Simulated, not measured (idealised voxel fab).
Presented below is a process module, voxel ribs on slabs.
Pictured: cross-section cut, 250 nm wide, on a grid of 5 nm square cells.
Cross-sections here: square-cell grids, written as top-down lists of bands, a band being one or more rows of cells. The band entry comprises the height of the band's top followed by the height of its bottom, expressed in nm, and subsequently the band's materials from left to right, each stated together with its width in nm. Where a single material is marked with the word "full width", that material fills the band from edge to edge. The word "empty" represents empty space. We count height from 0. Below that, the starting wafer is all one material. The lowest band never ends at the bottom but goes on down; see "top 0, no bottom" for how that is written. Per-row width for "30 to 40": begins at first number (top row of band), ends at second number (bottom row), increment between rows held constant. "same as before" after a step means that no cell of the cross-section changed. Each empty space that has no open way to the top and spans at least 8 cells appears under "Closed void listing" as width x height at distance, the distance counted from the left edge, all in nm. Whatever follows a step's settings on its line is a remark the simulator itself makes about that step. Regarding "overlay nm": on a step with a mask, it is the distance the mask lay to the right of its planned place; a negative value places it to the left.
HERE'S WHAT THE PLANNED PROCESS STEPS LOOK LIKE
1) RECEIVE (material Si)
2) DIRECTIONAL_DEP (material SiO2; thk nm 20)
3) DIRECTIONAL_DEP (material polySi; thk nm 15)
4) MASKED_ETCH (tone cover; mask id RIB; width nm 20; etch materials polySi; depth nm 10; overlay nm 0)
5) PATTERN (tone cover; mask id SLAB; material resist; width nm 70; thk nm 15; overlay nm 0)
6) DIRECTIONAL_ETCH (etch materials polySi; depth nm 15)
7) STRIP (etch materials resist)
8) FILL_DEP (material SiO2; thk nm 20)
9) CMP (height nm 55)
10) DIRECTIONAL_DEP (material W; thk nm 5)
11) DIRECTIONAL_DEP (material aC; thk nm 10)
12) PATTERN (tone cover; mask id HEATER; material resist; width nm 30; thk nm 25; overlay nm 0)
13) DIRECTIONAL_ETCH (etch materials aC; depth nm 10)
14) STRIP (etch materials resist)
15) DIRECTIONAL_ETCH (etch materials W; depth nm 5)
16) STRIP (etch materials aC)
17) CONFORMAL_DEP (material SiN; thk nm 5)
For this document, wafers share an identical start and vary in the step 3 thk nm; the plan quotes the first wafer's value.
SECTIONAL VIEW: FIRST OF SEVERAL WAFERS, AS RECEIVED, AFTER STEP 1
	top 0, no bottom | Si full width
	Closed void listing: none
BASICALLY EACH WAFER GETS A LINE IN THE TABLE, SHOWING IT AT THE END OF THE MODULE: MATERIAL BY MATERIAL, THE CELLS IT GAINED (+) OR LOST (-) SINCE WE GOT IT, THEN ITS CLOSED VOIDS
thk nm 15 | +52 SiN | +528 SiO2 | +6 W | +22 polySi | Closed void listing: none
thk nm 20 | +52 SiN | +514 SiO2 | +6 W | +36 polySi | Closed void listing: none
thk nm 25 | +52 SiN | +500 SiO2 | +6 W | +50 polySi | Closed void listing: none
thk nm 30 | +52 SiN | +450 SiO2 | +6 W | +100 polySi | Closed void listing: none
thk nm 35 | +52 SiN | +400 SiO2 | +6 W | +150 polySi | Closed void listing: none
thk nm 40 | +52 SiN | +354 SiO2 | +6 W | +196 polySi | Closed void listing: none
